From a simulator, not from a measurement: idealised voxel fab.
This is a process module. Its name is voxel self aligned contacts.
The cross-section shown here is cut; it is 220 nm wide and divided into square cells measuring 5 nm on a side.
We lay out every cross-section as a grid of square cells and spell it out in bands from the top down, where one band means one or more rows of cells.
Band: top height; bottom height; in nm. Then, left to right: material with width in nm, for each material. "edge to edge": a single material spanning edge to edge. "blank": empty space.
The reference from which all heights are counted is 0, the level beneath which the as-received wafer is entirely one material; the lowest band, having no lower bound, proceeds downward and is written after the example "0..down".
The notation "30..40" denotes a width that varies across the rows of cells in the band, beginning at the first number in the top row, finishing at the second number in the bottom row, and changing by an identical amount from each row to the next.
You'll sometimes find "all unchanged" written for a step, and that's the way of saying that nowhere in the cross-section did a cell change during that step.
"Cavities, sealed" contains a list of empty spaces, each no smaller than 8 cells and without an open way to the top, written in the form width x height at distance with the distance from the left edge and all three in nm.
That trailing text on a step's line, after the settings, is the simulator's own remark on the step.
A step line may carry the setting "overlay nm", which, for steps involving a mask, states the distance by which the mask lay to the right of its intended position; negative values denote displacement to the left.

These are the steps we planned for the process
1) RECEIVE (material Si)
2) OXIDIZE (depth nm 5)
3) DIRECTIONAL_DEP (material polySi; thk nm 25)
4) DIRECTIONAL_DEP (material SiN; thk nm 20)
5) PATTERN (tone cover; mask id GATE; material resist; width nm 25; pitch nm 55; thk nm 20; overlay nm 0)
6) DIRECTIONAL_ETCH (etch materials SiN; depth nm 20)
7) DIRECTIONAL_ETCH (etch materials polySi; depth nm 25)
8) STRIP (etch materials resist)
9) CONFORMAL_DEP (material SiN; thk nm 5)
10) DIRECTIONAL_ETCH (etch materials SiN; depth nm 5)
11) FILL_DEP (material SiO2; thk nm 15)
12) CMP (height nm 50)
13) PATTERN (tone open; mask id CONTACT; material resist; width nm 40; thk nm 20; overlay nm 0)
14) DIRECTIONAL_ETCH (etch materials SiO2; depth nm 55)
15) STRIP (etch materials resist)
16) CONFORMAL_DEP (material TiN; thk nm 5)
17) FILL_DEP (material Ru; thk nm 10)
18) CMP (height nm 50)
19) CONFORMAL_DEP (material SiN; thk nm 5)

Cross-section of the wafer upon arrival, representing the state reached after step 1
0..down: Si edge to edge
Cavities, sealed: none

Here's the wafer cut in cross-section after the module, started and planned just like above, except one thing was done wrong in the run
55..50: SiN edge to edge
50..45: SiO2: 65  TiN: 40  Ru: 10  TiN: 40  SiO2: 65
45..25: SiO2: 65  TiN: 5  SiN: 25  TiN: 10  Ru: 10  TiN: 10  SiN: 25  TiN: 5  SiO2: 65
25..10: SiO2: 65  TiN: 5  polySi: 25  TiN: 10  Ru: 10  TiN: 10  polySi: 25  TiN: 5  SiO2: 65
10..5: SiO2: 65  TiN: 5  polySi: 25  TiN: 30  polySi: 25  TiN: 5  SiO2: 65
5..0: TiN: 70  polySi: 25  TiN: 30  polySi: 25  TiN: 70
0..-5: SiO2 edge to edge
-5..down: Si edge to edge
Cavities, sealed: none
The plan and the run diverged here: for step 9, the planned setting was not used; the step was instead run as CONFORMAL_DEP (material TiN; thk nm 5)
